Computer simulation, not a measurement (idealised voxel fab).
Name of the process module below: voxel wiring stack
For reference, the cross-section in this document is cut, with width 205 nm and square cells of 5 nm.
Cross-section, as written here: a square-cell grid given band by band from the top down, where a band holds one or more rows of cells.
Read a band's entry like this: the first values are the height of its top and the height of its bottom in nm, and what follows is the sequence of materials from left to right, each with its width in nm. Note that "empty" is empty space, and that a single material marked "all across" reaches across the band from edge to edge.
All heights in this document are referenced to 0, defined as the level beneath which the wafer, as received, consists entirely of one material. The lowest band is not bounded below; it extends indefinitely downward and is written in the form "top 0, no bottom".
Width "30..40": first value at the band's top row of cells, second value at its bottom row, equal change from row to row.
The cross-section has no changed cell in any step marked "nothing different".
For the entry "Trapped void list", the listed items are empty spaces with no open way to the top whose size is 8 cells or more; each item follows the pattern width x height at distance, where distance is from the left edge and all three are in nm.
Past the settings on a step's line: simulator remark, on that step.
"overlay nm", when on a step's line for a step with a mask, measures how far to the right of its planned place the mask lay; a negative measure means to the left.
Below you will find pairs of cross-sections. In each, one shows the wafer before one process step and the other after it, with the after view ending at the lowest band that changed. Under each pair is the step separating them, along with its settings. Do not assume the pairs form a chain: they can come from different runs of this module on the same starting wafer, and a pair continues from the pair above it only when its "Prior to step" entry says so.

-- Prior to step
	top 110, bottom 95: SiO2 (20), empty (15), SiO2 (75), empty (15), SiO2 (80)
	top 95, bottom 90: SiCN (20), empty (15), SiCN (75), empty (15), SiCN (80)
	top 90, bottom 70: SiO2 (35), Ru (15), SiO2 (30), Ru (15), SiO2 (30), Ru (15), SiO2 (30), Ru (15), SiO2 (20)
	top 70, bottom 65: SiO2 (20), Ru (30), SiO2 (15), Ru (30), SiO2 (15), Ru (30), SiO2 (15), Ru (30), SiO2 (20)
	top 65, bottom 60: SiO2 (20), Ru (15), TiN (15), SiO2 (15), Ru (15), TiN (15), SiO2 (15), Ru (15), TiN (15), SiO2 (15), Ru (15), TiN (15), SiO2 (20)
	top 60, bottom 45: lowk (20), Ru (15), lowk (30), Ru (15), lowk (30), Ru (15), lowk (30), Ru (15), lowk (35)
	top 45, bottom 40: SiCN (20), TiN (15), SiCN (30), TiN (15), SiCN (30), TiN (15), SiCN (30), TiN (15), SiCN (35)
	top 40, bottom 35: lowk all across
	top 35, bottom 15: lowk (20), W (30), lowk (15), W (30), lowk (15), W (30), lowk (15), W (30), lowk (20)
	top 15, bottom 0: SiO2 all across
	top 0, no bottom: Si all across
	Trapped void list: none

-- Resulting Structure
	top 115, bottom 110: TiN (25), empty (5), TiN (85), empty (5), TiN (85)
	top 110, bottom 95: SiO2 (20), TiN (5), empty (5), TiN (5), SiO2 (75), TiN (5), empty (5), TiN (5), SiO2 (80)
	top 95, bottom 90: SiCN (20), TiN (15), SiCN (75), TiN (15), SiCN (80)
	Note: structure below 90 unchanged.
	Trapped void list: none
Name the step between the before and after sections above: CONFORMAL_DEP,material TiN,thk nm 5

Prior to step: see preceding pair, after cross-section.

-- Resulting Structure
	top 120, bottom 115: Ru all across
	top 115, bottom 110: TiN (25), Ru (5), TiN (85), Ru (5), TiN (85)
	top 110, bottom 95: SiO2 (20), TiN (5), Ru (5), TiN (5), SiO2 (75), TiN (5), Ru (5), TiN (5), SiO2 (80)
	Note: structure below 95 unchanged.
	Trapped void list: none
Name the step between the before and after sections above: FILL_DEP,material Ru,thk nm 5

Prior to step: see preceding pair, after cross-section.

-- Resulting Structure
	top 110, bottom 95: SiO2 (20), TiN (5), Ru (5), TiN (5), SiO2 (75), TiN (5), Ru (5), TiN (5), SiO2 (80)
	Note: structure below 95 unchanged.
	Trapped void list: none
Name the step between the before and after sections above: CMP,height nm 110

Prior to step: see preceding pair, after cross-section.

-- Resulting Structure
	top 115, bottom 110: TiN all across
	Note: structure below 110 unchanged.
	Trapped void list: none
Name the step between the before and after sections above: DIRECTIONAL_DEP,material TiN,thk nm 5

Prior to step: see preceding pair, after cross-section.

-- Resulting Structure
	top 130, bottom 115: Ru all across
	Note: structure below 115 unchanged.
	Trapped void list: none
Name the step between the before and after sections above: DIRECTIONAL_DEP,material Ru,thk nm 15

Prior to step: see preceding pair, after cross-section.

-- Resulting Structure
	top 130, bottom 115: empty (20), Ru (30), empty (15), Ru (30), empty (15), Ru (30), empty (15), Ru (30), empty (20)
	Note: structure below 115 unchanged.
	Trapped void list: none
Name the step between the before and after sections above: MASKED_ETCH,tone cover,mask id METAL_3,width nm 30,pitch nm 45,etch materials Ru,depth nm 15,overlay nm 0

Prior to step: see preceding pair, after cross-section.

-- Resulting Structure
	top 130, bottom 115: empty (20), Ru (30), empty (15), Ru (30), empty (15), Ru (30), empty (15), Ru (30), empty (20)
	top 115, bottom 110: empty (20), TiN (30), empty (15), TiN (30), empty (15), TiN (30), empty (15), TiN (30), empty (20)
	Note: structure below 110 unchanged.
	Trapped void list: none
Name the step between the before and after sections above: MASKED_ETCH,tone cover,mask id METAL_3,width nm 30,pitch nm 45,etch materials TiN,depth nm 5,overlay nm 0

Prior to step: see preceding pair, after cross-section.

-- Resulting Structure
	top 135, bottom 130: empty (15), SiCN (40), empty (5), SiCN (40), empty (5), SiCN (40), empty (5), SiCN (40), empty (15)
	top 130, bottom 115: empty (15), SiCN (5), Ru (30), SiCN (5), empty (5), SiCN (5), Ru (30), SiCN (5), empty (5), SiCN (5), Ru (30), SiCN (5), empty (5), SiCN (5), Ru (30), SiCN (5), empty (15)
	top 115, bottom 110: SiCN (20), TiN (30), SiCN (15), TiN (30), SiCN (15), TiN (30), SiCN (15), TiN (30), SiCN (20)
	Note: structure below 110 unchanged.
	Trapped void list: none
Name the step between the before and after sections above: CONFORMAL_DEP,material SiCN,thk nm 5

Prior to step: see preceding pair, after cross-section.

-- Resulting Structure
	top 140, bottom 135: SiO2 all across
	top 135, bottom 130: SiO2 (15), SiCN (40), SiO2 (5), SiCN (40), SiO2 (5), SiCN (40), SiO2 (5), SiCN (40), SiO2 (15)
	top 130, bottom 115: SiO2 (15), SiCN (5), Ru (30), SiCN (5), SiO2 (5), SiCN (5), Ru (30), SiCN (5), SiO2 (5), SiCN (5), Ru (30), SiCN (5), SiO2 (5), SiCN (5), Ru (30), SiCN (5), SiO2 (15)
	Note: structure below 115 unchanged.
	Trapped void list: none
Name the step between the before and after sections above: FILL_DEP,material SiO2,thk nm 5

Prior to step: see preceding pair, after cross-section.

-- Resulting Structure
	top 130, bottom 115: SiO2 (15), SiCN (5), Ru (30), SiCN (5), SiO2 (5), SiCN (5), Ru (30), SiCN (5), SiO2 (5), SiCN (5), Ru (30), SiCN (5), SiO2 (5), SiCN (5), Ru (30), SiCN (5), SiO2 (15)
	Note: structure below 115 unchanged.
	Trapped void list: none
Name the step between the before and after sections above: CMP,height nm 130

Prior to step: see preceding pair, after cross-section.

-- Resulting Structure
	top 135, bottom 130: SiN all across
	Note: structure below 130 unchanged.
	Trapped void list: none
Name the step between the before and after sections above: CONFORMAL_DEP,material SiN,thk nm 5

-- Prior to step
	top 60, bottom 45: lowk all across
	top 45, bottom 40: SiCN all across
	top 40, bottom 20: lowk (20), W (30), lowk (15), W (30), lowk (15), W (30), lowk (15), W (30), lowk (20)
	top 20, bottom 15: lowk (20), TiN (30), lowk (15), TiN (30), lowk (15), TiN (30), lowk (15), TiN (30), lowk (20)
	top 15, bottom 0: SiO2 all across
	top 0, no bottom: Si all across
	Trapped void list: none

-- Resulting Structure
	top 75, bottom 45: lowk all across
	Note: structure below 45 unchanged.
	Trapped void list: none
Name the step between the before and after sections above: DIRECTIONAL_DEP,material lowk,thk nm 15

Prior to step: see preceding pair, after cross-section.

-- Resulting Structure
	top 90, bottom 75: aC all across
	Note: structure below 75 unchanged.
	Trapped void list: none
Name the step between the before and after sections above: DIRECTIONAL_DEP,material aC,thk nm 15

Prior to step: see preceding pair, after cross-section.

-- Resulting Structure
	top 120, bottom 90: resist (20), empty (15), resist (30), empty (15), resist (30), empty (15), resist (30), empty (15), resist (35)
	Note: structure below 90 unchanged.
	Trapped void list: none
Name the step between the before and after sections above: PATTERN,tone open,mask id PLUG_1,material resist,width nm 15,pitch nm 45,thk nm 30,overlay nm 0

Prior to step: see preceding pair, after cross-section.

-- Resulting Structure
	top 105, bottom 90: resist (20), empty (15), resist (30), empty (15), resist (30), empty (15), resist (30), empty (15), resist (35)
	top 90, bottom 75: aC (20), empty (15), aC (30), empty (15), aC (30), empty (15), aC (30), empty (15), aC (35)
	Note: structure below 75 unchanged.
	Trapped void list: none
Name the step between the before and after sections above: DIRECTIONAL_ETCH,etch materials aC,depth nm 15

Prior to step: see preceding pair, after cross-section.

-- Resulting Structure
	top 90, bottom 75: aC (20), empty (15), aC (30), empty (15), aC (30), empty (15), aC (30), empty (15), aC (35)
	Note: structure below 75 unchanged.
	Trapped void list: none
Name the step between the before and after sections above: STRIP,etch materials resist

Prior to step: see preceding pair, after cross-section.

-- Resulting Structure
	top 90, bottom 75: aC (20), empty (15), aC (30), empty (15), aC (30), empty (15), aC (30), empty (15), aC (35)
	top 75, bottom 60: lowk (20), empty (15), lowk (30), empty (15), lowk (30), empty (15), lowk (30), empty (15), lowk (35)
	Note: structure below 60 unchanged.
	Trapped void list: none
Name the step between the before and after sections above: DIRECTIONAL_ETCH,etch materials lowk,depth nm 15

Prior to step: see preceding pair, after cross-section.

-- Resulting Structure
	top 75, bottom 60: lowk (20), empty (15), lowk (30), empty (15), lowk (30), empty (15), lowk (30), empty (15), lowk (35)
	Note: structure below 60 unchanged.
	Trapped void list: none
Name the step between the before and after sections above: STRIP,etch materials aC

Prior to step: see preceding pair, after cross-section.

-- Resulting Structure
	top 80, bottom 75: TiN (20), empty (15), TiN (30), empty (15), TiN (30), empty (15), TiN (30), empty (15), TiN (35)
	top 75, bottom 65: lowk (20), empty (15), lowk (30), empty (15), lowk (30), empty (15), lowk (30), empty (15), lowk (35)
	top 65, bottom 60: lowk (20), TiN (15), lowk (30), TiN (15), lowk (30), TiN (15), lowk (30), TiN (15), lowk (35)
	Note: structure below 60 unchanged.
	Trapped void list: none
Name the step between the before and after sections above: DIRECTIONAL_DEP,material TiN,thk nm 5

Prior to step: see preceding pair, after cross-section.

-- Resulting Structure
	top 105, bottom 90: Ru (20), empty (15), Ru (30), empty (15), Ru (30), empty (15), Ru (30), empty (15), Ru (35)
	top 90, bottom 80: Ru all across
	top 80, bottom 75: TiN (20), Ru (15), TiN (30), Ru (15), TiN (30), Ru (15), TiN (30), Ru (15), TiN (35)
	top 75, bottom 65: lowk (20), Ru (15), lowk (30), Ru (15), lowk (30), Ru (15), lowk (30), Ru (15), lowk (35)
	Note: structure below 65 unchanged.
	Trapped void list: none
Name the step between the before and after sections above: DIRECTIONAL_DEP,material Ru,thk nm 25

Prior to step: see preceding pair, after cross-section.

-- Resulting Structure
	top 120, bottom 105: empty (20), resist (30), empty (15), resist (30), empty (15), resist (30), empty (15), resist (30), empty (20)
	top 105, bottom 90: Ru (20), resist (15), Ru (30), resist (15), Ru (30), resist (15), Ru (30), resist (15), Ru (35)
	Note: structure below 90 unchanged.
	Trapped void list: none
Name the step between the before and after sections above: PATTERN,tone cover,mask id METAL_2,material resist,width nm 30,pitch nm 45,thk nm 15,overlay nm 0

Prior to step: see preceding pair, after cross-section.

-- Resulting Structure
	top 120, bottom 105: empty (20), resist (30), empty (15), resist (30), empty (15), resist (30), empty (15), resist (30), empty (20)
	top 105, bottom 90: empty (20), resist (15), Ru (15), empty (15), resist (15), Ru (15), empty (15), resist (15), Ru (15), empty (15), resist (15), Ru (15), empty (20)
	top 90, bottom 80: empty (20), Ru (30), empty (15), Ru (30), empty (15), Ru (30), empty (15), Ru (30), empty (20)
	Note: structure below 80 unchanged.
	Trapped void list: none
Name the step between the before and after sections above: DIRECTIONAL_ETCH,etch materials Ru,depth nm 25

Prior to step: see preceding pair, after cross-section.

-- Resulting Structure
	top 120, bottom 105: empty (20), resist (30), empty (15), resist (30), empty (15), resist (30), empty (15), resist (30), empty (20)
	top 105, bottom 90: empty (20), resist (15), Ru (15), empty (15), resist (15), Ru (15), empty (15), resist (15), Ru (15), empty (15), resist (15), Ru (15), empty (20)
	top 90, bottom 80: empty (20), Ru (30), empty (15), Ru (30), empty (15), Ru (30), empty (15), Ru (30), empty (20)
	top 80, bottom 75: empty (20), Ru (15), TiN (15), empty (15), Ru (15), TiN (15), empty (15), Ru (15), TiN (15), empty (15), Ru (15), TiN (15), empty (20)
	Note: structure below 75 unchanged.
	Trapped void list: none
Name the step between the before and after sections above: DIRECTIONAL_ETCH,etch materials TiN,depth nm 5

Prior to step: see preceding pair, after cross-section.

-- Resulting Structure
	top 105, bottom 90: empty (35), Ru (15), empty (30), Ru (15), empty (30), Ru (15), empty (30), Ru (15), empty (20)
	Note: structure below 90 unchanged.
	Trapped void list: none
Name the step between the before and after sections above: STRIP,etch materials resist

Prior to step: see preceding pair, after cross-section.

-- Resulting Structure
	top 115, bottom 105: SiO2 all across
	top 105, bottom 90: SiO2 (35), Ru (15), SiO2 (30), Ru (15), SiO2 (30), Ru (15), SiO2 (30), Ru (15), SiO2 (20)
	top 90, bottom 80: SiO2 (20), Ru (30), SiO2 (15), Ru (30), SiO2 (15), Ru (30), SiO2 (15), Ru (30), SiO2 (20)
	top 80, bottom 75: SiO2 (20), Ru (15), TiN (15), SiO2 (15), Ru (15), TiN (15), SiO2 (15), Ru (15), TiN (15), SiO2 (15), Ru (15), TiN (15), SiO2 (20)
	Note: structure below 75 unchanged.
	Trapped void list: none
Name the step between the before and after sections above: FILL_DEP,material SiO2,thk nm 10

Prior to step: see preceding pair, after cross-section.

-- Resulting Structure
	top 90, bottom 80: SiO2 (20), Ru (30), SiO2 (15), Ru (30), SiO2 (15), Ru (30), SiO2 (15), Ru (30), SiO2 (20)
	Note: structure below 80 unchanged.
	Trapped void list: none
Name the step between the before and after sections above: CMP,height nm 90

Prior to step: see preceding pair, after cross-section.

-- Resulting Structure
	top 95, bottom 90: SiCN all across
	Note: structure below 90 unchanged.
	Trapped void list: none
Name the step between the before and after sections above: CONFORMAL_DEP,material SiCN,thk nm 5

Prior to step: see preceding pair, after cross-section.

-- Resulting Structure
	top 110, bottom 95: SiO2 all across
	Note: structure below 95 unchanged.
	Trapped void list: none
Name the step between the before and after sections above: DIRECTIONAL_DEP,material SiO2,thk nm 15

Prior to step: see preceding pair, after cross-section.

-- Resulting Structure
	top 125, bottom 110: aC all across
	Note: structure below 110 unchanged.
	Trapped void list: none
Name the step between the before and after sections above: DIRECTIONAL_DEP,material aC,thk nm 15

Prior to step: see preceding pair, after cross-section.

-- Resulting Structure
	top 160, bottom 125: resist (20), empty (15), resist (75), empty (15), resist (80)
	Note: structure below 125 unchanged.
	Trapped void list: none
Name the step between the before and after sections above: PATTERN,tone open,mask id PLUG_2,material resist,width nm 15,pitch nm 90,thk nm 35,overlay nm 0

Prior to step: see preceding pair, after cross-section.

-- Resulting Structure
	top 145, bottom 125: resist (20), empty (15), resist (75), empty (15), resist (80)
	top 125, bottom 110: aC (20), empty (15), aC (75), empty (15), aC (80)
	Note: structure below 110 unchanged.
	Trapped void list: none
Name the step between the before and after sections above: DIRECTIONAL_ETCH,etch materials aC,depth nm 15

Prior to step: see preceding pair, after cross-section.

-- Resulting Structure
	top 125, bottom 110: aC (20), empty (15), aC (75), empty (15), aC (80)
	Note: structure below 110 unchanged.
	Trapped void list: none
Name the step between the before and after sections above: STRIP,etch materials resist

Prior to step: see preceding pair, after cross-section.

-- Resulting Structure
	top 125, bottom 110: aC (20), empty (15), aC (75), empty (15), aC (80)
	top 110, bottom 95: SiO2 (20), empty (15), SiO2 (75), empty (15), SiO2 (80)
	Note: structure below 95 unchanged.
	Trapped void list: none
Name the step between the before and after sections above: DIRECTIONAL_ETCH,etch materials SiO2,depth nm 15

Prior to step: see preceding pair, after cross-section.

-- Resulting Structure
	top 125, bottom 110: aC (20), empty (15), aC (75), empty (15), aC (80)
	top 110, bottom 95: SiO2 (20), empty (15), SiO2 (75), empty (15), SiO2 (80)
	top 95, bottom 90: SiCN (20), empty (15), SiCN (75), empty (15), SiCN (80)
	Note: structure below 90 unchanged.
	Trapped void list: none
Name the step between the before and after sections above: DIRECTIONAL_ETCH,etch materials SiCN,depth nm 5

Prior to step: see preceding pair, after cross-section.

-- Resulting Structure
	top 110, bottom 95: SiO2 (20), empty (15), SiO2 (75), empty (15), SiO2 (80)
	Note: structure below 95 unchanged.
	Trapped void list: none
Name the step between the before and after sections above: STRIP,etch materials aC

Prior to step: see preceding pair, after cross-section.

-- Resulting Structure
	top 115, bottom 110: TiN (25), empty (5), TiN (85), empty (5), TiN (85)
	top 110, bottom 95: SiO2 (20), TiN (5), empty (5), TiN (5), SiO2 (75), TiN (5), empty (5), TiN (5), SiO2 (80)
	top 95, bottom 90: SiCN (20), TiN (15), SiCN (75), TiN (15), SiCN (80)
	Note: structure below 90 unchanged.
	Trapped void list: none
Name the step between the before and after sections above: CONFORMAL_DEP,material TiN,thk nm 5

Prior to step: see preceding pair, after cross-section.

-- Resulting Structure
	top 120, bottom 115: Ru all across
	top 115, bottom 110: TiN (25), Ru (5), TiN (85), Ru (5), TiN (85)
	top 110, bottom 95: SiO2 (20), TiN (5), Ru (5), TiN (5), SiO2 (75), TiN (5), Ru (5), TiN (5), SiO2 (80)
	Note: structure below 95 unchanged.
	Trapped void list: none
Name the step between the before and after sections above: FILL_DEP,material Ru,thk nm 5

Prior to step: see preceding pair, after cross-section.

-- Resulting Structure
	top 110, bottom 95: SiO2 (20), TiN (5), Ru (5), TiN (5), SiO2 (75), TiN (5), Ru (5), TiN (5), SiO2 (80)
	Note: structure below 95 unchanged.
	Trapped void list: none
Name the step between the before and after sections above: CMP,height nm 110

Prior to step: see preceding pair, after cross-section.

-- Resulting Structure
	top 115, bottom 110: TiN all across
	Note: structure below 110 unchanged.
	Trapped void list: none
Name the step between the before and after sections above: DIRECTIONAL_DEP,material TiN,thk nm 5

Prior to step: see preceding pair, after cross-section.

-- Resulting Structure
	top 130, bottom 115: Ru all across
	Note: structure below 115 unchanged.
	Trapped void list: none
Name the step between the before and after sections above: DIRECTIONAL_DEP,material Ru,thk nm 15

Prior to step: see preceding pair, after cross-section.

-- Resulting Structure
	top 130, bottom 115: empty (20), Ru (30), empty (15), Ru (30), empty (15), Ru (30), empty (15), Ru (30), empty (20)
	Note: structure below 115 unchanged.
	Trapped void list: none
Name the step between the before and after sections above: MASKED_ETCH,tone cover,mask id METAL_3,width nm 30,pitch nm 45,etch materials Ru,depth nm 15,overlay nm 0

Prior to step: see preceding pair, after cross-section.

-- Resulting Structure
	top 130, bottom 115: empty (20), Ru (30), empty (15), Ru (30), empty (15), Ru (30), empty (15), Ru (30), empty (20)
	top 115, bottom 110: empty (20), TiN (30), empty (15), TiN (30), empty (15), TiN (30), empty (15), TiN (30), empty (20)
	Note: structure below 110 unchanged.
	Trapped void list: none
Name the step between the before and after sections above: MASKED_ETCH,tone cover,mask id METAL_3,width nm 30,pitch nm 45,etch materials TiN,depth nm 5,overlay nm 0

Prior to step: see preceding pair, after cross-section.

-- Resulting Structure
	top 135, bottom 130: empty (15), SiCN (40), empty (5), SiCN (40), empty (5), SiCN (40), empty (5), SiCN (40), empty (15)
	top 130, bottom 115: empty (15), SiCN (5), Ru (30), SiCN (5), empty (5), SiCN (5), Ru (30), SiCN (5), empty (5), SiCN (5), Ru (30), SiCN (5), empty (5), SiCN (5), Ru (30), SiCN (5), empty (15)
	top 115, bottom 110: SiCN (20), TiN (30), SiCN (15), TiN (30), SiCN (15), TiN (30), SiCN (15), TiN (30), SiCN (20)
	Note: structure below 110 unchanged.
	Trapped void list: none
Name the step between the before and after sections above: CONFORMAL_DEP,material SiCN,thk nm 5

Prior to step: see preceding pair, after cross-section.

-- Resulting Structure
	top 140, bottom 135: SiO2 all across
	top 135, bottom 130: SiO2 (15), SiCN (40), SiO2 (5), SiCN (40), SiO2 (5), SiCN (40), SiO2 (5), SiCN (40), SiO2 (15)
	top 130, bottom 115: SiO2 (15), SiCN (5), Ru (30), SiCN (5), SiO2 (5), SiCN (5), Ru (30), SiCN (5), SiO2 (5), SiCN (5), Ru (30), SiCN (5), SiO2 (5), SiCN (5), Ru (30), SiCN (5), SiO2 (15)
	Note: structure below 115 unchanged.
	Trapped void list: none
Name the step between the before and after sections above: FILL_DEP,material SiO2,thk nm 5

Prior to step: see preceding pair, after cross-section.

-- Resulting Structure
	top 130, bottom 115: SiO2 (15), SiCN (5), Ru (30), SiCN (5), SiO2 (5), SiCN (5), Ru (30), SiCN (5), SiO2 (5), SiCN (5), Ru (30), SiCN (5), SiO2 (5), SiCN (5), Ru (30), SiCN (5), SiO2 (15)
	Note: structure below 115 unchanged.
	Trapped void list: none
Name the step between the before and after sections above: CMP,height nm 130

Prior to step: see preceding pair, after cross-section.

-- Resulting Structure
	top 135, bottom 130: SiN all across
	Note: structure below 130 unchanged.
	Trapped void list: none
Name the step between the before and after sections above: CONFORMAL_DEP,material SiN,thk nm 5

-- Prior to step
	top 40, bottom 20: lowk (20), W (30), lowk (15), W (30), lowk (15), W (30), lowk (15), W (30), lowk (20)
	top 20, bottom 15: lowk (20), TiN (30), lowk (15), TiN (30), lowk (15), TiN (30), lowk (15), TiN (30), lowk (20)
	top 15, bottom 0: SiO2 all across
	top 0, no bottom: Si all across
	Trapped void list: none

-- Resulting Structure
	top 55, bottom 40: lowk all across
	Note: structure below 40 unchanged.
	Trapped void list: none
Name the step between the before and after sections above: DIRECTIONAL_DEP,material lowk,thk nm 15

Prior to step: see preceding pair, after cross-section.

-- Resulting Structure
	top 60, bottom 55: SiCN all across
	Note: structure below 55 unchanged.
	Trapped void list: none
Name the step between the before and after sections above: CONFORMAL_DEP,material SiCN,thk nm 5

Prior to step: see preceding pair, after cross-section.

-- Resulting Structure
	top 75, bottom 60: aC all across
	Note: structure below 60 unchanged.
	Trapped void list: none
Name the step between the before and after sections above: DIRECTIONAL_DEP,material aC,thk nm 15

Prior to step: see preceding pair, after cross-section.

-- Resulting Structure
	top 105, bottom 75: resist (20), empty (15), resist (30), empty (15), resist (30), empty (15), resist (30), empty (15), resist (35)
	Note: structure below 75 unchanged.
	Trapped void list: none
Name the step between the before and after sections above: PATTERN,tone open,mask id PLUG_1,material resist,width nm 15,pitch nm 45,thk nm 30,overlay nm 0

Prior to step: see preceding pair, after cross-section.

-- Resulting Structure
	top 90, bottom 75: resist (20), empty (15), resist (30), empty (15), resist (30), empty (15), resist (30), empty (15), resist (35)
	top 75, bottom 60: aC (20), empty (15), aC (30), empty (15), aC (30), empty (15), aC (30), empty (15), aC (35)
	Note: structure below 60 unchanged.
	Trapped void list: none
Name the step between the before and after sections above: DIRECTIONAL_ETCH,etch materials aC,depth nm 15

Prior to step: see preceding pair, after cross-section.

-- Resulting Structure
	top 75, bottom 60: aC (20), empty (15), aC (30), empty (15), aC (30), empty (15), aC (30), empty (15), aC (35)
	Note: structure below 60 unchanged.
	Trapped void list: none
Name the step between the before and after sections above: STRIP,etch materials resist

Prior to step: see preceding pair, after cross-section.

-- Resulting Structure
	top 75, bottom 60: aC (20), empty (15), aC (30), empty (15), aC (30), empty (15), aC (30), empty (15), aC (35)
	top 60, bottom 55: SiCN (20), empty (15), SiCN (30), empty (15), SiCN (30), empty (15), SiCN (30), empty (15), SiCN (35)
	Note: structure below 55 unchanged.
	Trapped void list: none
Name the step between the before and after sections above: DIRECTIONAL_ETCH,etch materials SiCN,depth nm 5

Prior to step: see preceding pair, after cross-section.

-- Resulting Structure
	top 60, bottom 55: SiCN (20), empty (15), SiCN (30), empty (15), SiCN (30), empty (15), SiCN (30), empty (15), SiCN (35)
	Note: structure below 55 unchanged.
	Trapped void list: none
Name the step between the before and after sections above: STRIP,etch materials aC

Prior to step: see preceding pair, after cross-section.

-- Resulting Structure
	top 65, bottom 60: TiN (20), empty (15), TiN (30), empty (15), TiN (30), empty (15), TiN (30), empty (15), TiN (35)
	top 60, bottom 55: SiCN (20), TiN (15), SiCN (30), TiN (15), SiCN (30), TiN (15), SiCN (30), TiN (15), SiCN (35)
	Note: structure below 55 unchanged.
	Trapped void list: none
Name the step between the before and after sections above: DIRECTIONAL_DEP,material TiN,thk nm 5

Prior to step: see preceding pair, after cross-section.

-- Resulting Structure
	top 90, bottom 85: Ru (20), empty (15), Ru (30), empty (15), Ru (30), empty (15), Ru (30), empty (15), Ru (35)
	top 85, bottom 65: Ru all across
	top 65, bottom 60: TiN (20), Ru (15), TiN (30), Ru (15), TiN (30), Ru (15), TiN (30), Ru (15), TiN (35)
	Note: structure below 60 unchanged.
	Trapped void list: none
Name the step between the before and after sections above: DIRECTIONAL_DEP,material Ru,thk nm 25

Prior to step: see preceding pair, after cross-section.

-- Resulting Structure
	top 105, bottom 90: empty (20), resist (30), empty (15), resist (30), empty (15), resist (30), empty (15), resist (30), empty (20)
	top 90, bottom 85: Ru (20), resist (15), Ru (30), resist (15), Ru (30), resist (15), Ru (30), resist (15), Ru (35)
	Note: structure below 85 unchanged.
	Trapped void list: none
Name the step between the before and after sections above: PATTERN,tone cover,mask id METAL_2,material resist,width nm 30,pitch nm 45,thk nm 15,overlay nm 0

Prior to step: see preceding pair, after cross-section.

-- Resulting Structure
	top 105, bottom 90: empty (20), resist (30), empty (15), resist (30), empty (15), resist (30), empty (15), resist (30), empty (20)
	top 90, bottom 85: empty (20), resist (15), Ru (15), empty (15), resist (15), Ru (15), empty (15), resist (15), Ru (15), empty (15), resist (15), Ru (15), empty (20)
	top 85, bottom 65: empty (20), Ru (30), empty (15), Ru (30), empty (15), Ru (30), empty (15), Ru (30), empty (20)
	Note: structure below 65 unchanged.
	Trapped void list: none
Name the step between the before and after sections above: DIRECTIONAL_ETCH,etch materials Ru,depth nm 25

Prior to step: see preceding pair, after cross-section.

-- Resulting Structure
	top 105, bottom 90: empty (20), resist (30), empty (15), resist (30), empty (15), resist (30), empty (15), resist (30), empty (20)
	top 90, bottom 85: empty (20), resist (15), Ru (15), empty (15), resist (15), Ru (15), empty (15), resist (15), Ru (15), empty (15), resist (15), Ru (15), empty (20)
	top 85, bottom 65: empty (20), Ru (30), empty (15), Ru (30), empty (15), Ru (30), empty (15), Ru (30), empty (20)
	top 65, bottom 60: empty (20), Ru (15), TiN (15), empty (15), Ru (15), TiN (15), empty (15), Ru (15), TiN (15), empty (15), Ru (15), TiN (15), empty (20)
	Note: structure below 60 unchanged.
	Trapped void list: none
Name the step between the before and after sections above: DIRECTIONAL_ETCH,etch materials TiN,depth nm 5

Prior to step: see preceding pair, after cross-section.

-- Resulting Structure
	top 90, bottom 85: empty (35), Ru (15), empty (30), Ru (15), empty (30), Ru (15), empty (30), Ru (15), empty (20)
	Note: structure below 85 unchanged.
	Trapped void list: none
Name the step between the before and after sections above: STRIP,etch materials resist

Prior to step: see preceding pair, after cross-section.

-- Resulting Structure
	top 100, bottom 90: SiO2 all across
	top 90, bottom 85: SiO2 (35), Ru (15), SiO2 (30), Ru (15), SiO2 (30), Ru (15), SiO2 (30), Ru (15), SiO2 (20)
	top 85, bottom 65: SiO2 (20), Ru (30), SiO2 (15), Ru (30), SiO2 (15), Ru (30), SiO2 (15), Ru (30), SiO2 (20)
	top 65, bottom 60: SiO2 (20), Ru (15), TiN (15), SiO2 (15), Ru (15), TiN (15), SiO2 (15), Ru (15), TiN (15), SiO2 (15), Ru (15), TiN (15), SiO2 (20)
	Note: structure below 60 unchanged.
	Trapped void list: none
Name the step between the before and after sections above: FILL_DEP,material SiO2,thk nm 10

Prior to step: see preceding pair, after cross-section.

-- Resulting Structure
	top 90, bottom 85: SiO2 (35), Ru (15), SiO2 (30), Ru (15), SiO2 (30), Ru (15), SiO2 (30), Ru (15), SiO2 (20)
	Note: structure below 85 unchanged.
	Trapped void list: none
Name the step between the before and after sections above: CMP,height nm 90

Prior to step: see preceding pair, after cross-section.

-- Resulting Structure
	top 95, bottom 90: SiCN all across
	Note: structure below 90 unchanged.
	Trapped void list: none
Name the step between the before and after sections above: CONFORMAL_DEP,material SiCN,thk nm 5

Prior to step: see preceding pair, after cross-section.

-- Resulting Structure
	top 110, bottom 95: SiO2 all across
	Note: structure below 95 unchanged.
	Trapped void list: none
Name the step between the before and after sections above: DIRECTIONAL_DEP,material SiO2,thk nm 15

Prior to step: see preceding pair, after cross-section.

-- Resulting Structure
	top 125, bottom 110: aC all across
	Note: structure below 110 unchanged.
	Trapped void list: none
Name the step between the before and after sections above: DIRECTIONAL_DEP,material aC,thk nm 15

Prior to step: see preceding pair, after cross-section.

-- Resulting Structure
	top 160, bottom 125: resist (20), empty (15), resist (75), empty (15), resist (80)
	Note: structure below 125 unchanged.
	Trapped void list: none
Name the step between the before and after sections above: PATTERN,tone open,mask id PLUG_2,material resist,width nm 15,pitch nm 90,thk nm 35,overlay nm 0

Prior to step: see preceding pair, after cross-section.

-- Resulting Structure
	top 145, bottom 125: resist (20), empty (15), resist (75), empty (15), resist (80)
	top 125, bottom 110: aC (20), empty (15), aC (75), empty (15), aC (80)
	Note: structure below 110 unchanged.
	Trapped void list: none
Name the step between the before and after sections above: DIRECTIONAL_ETCH,etch materials aC,depth nm 15

Prior to step: see preceding pair, after cross-section.

-- Resulting Structure
	top 125, bottom 110: aC (20), empty (15), aC (75), empty (15), aC (80)
	Note: structure below 110 unchanged.
	Trapped void list: none
Name the step between the before and after sections above: STRIP,etch materials resist

Prior to step: see preceding pair, after cross-section.

-- Resulting Structure
	top 125, bottom 110: aC (20), empty (15), aC (75), empty (15), aC (80)
	top 110, bottom 95: SiO2 (20), empty (15), SiO2 (75), empty (15), SiO2 (80)
	Note: structure below 95 unchanged.
	Trapped void list: none
Name the step between the before and after sections above: DIRECTIONAL_ETCH,etch materials SiO2,depth nm 15

Prior to step: see preceding pair, after cross-section.

-- Resulting Structure
	top 125, bottom 110: aC (20), empty (15), aC (75), empty (15), aC (80)
	top 110, bottom 95: SiO2 (20), empty (15), SiO2 (75), empty (15), SiO2 (80)
	top 95, bottom 90: SiCN (20), empty (15), SiCN (75), empty (15), SiCN (80)
	Note: structure below 90 unchanged.
	Trapped void list: none
Name the step between the before and after sections above: DIRECTIONAL_ETCH,etch materials SiCN,depth nm 5
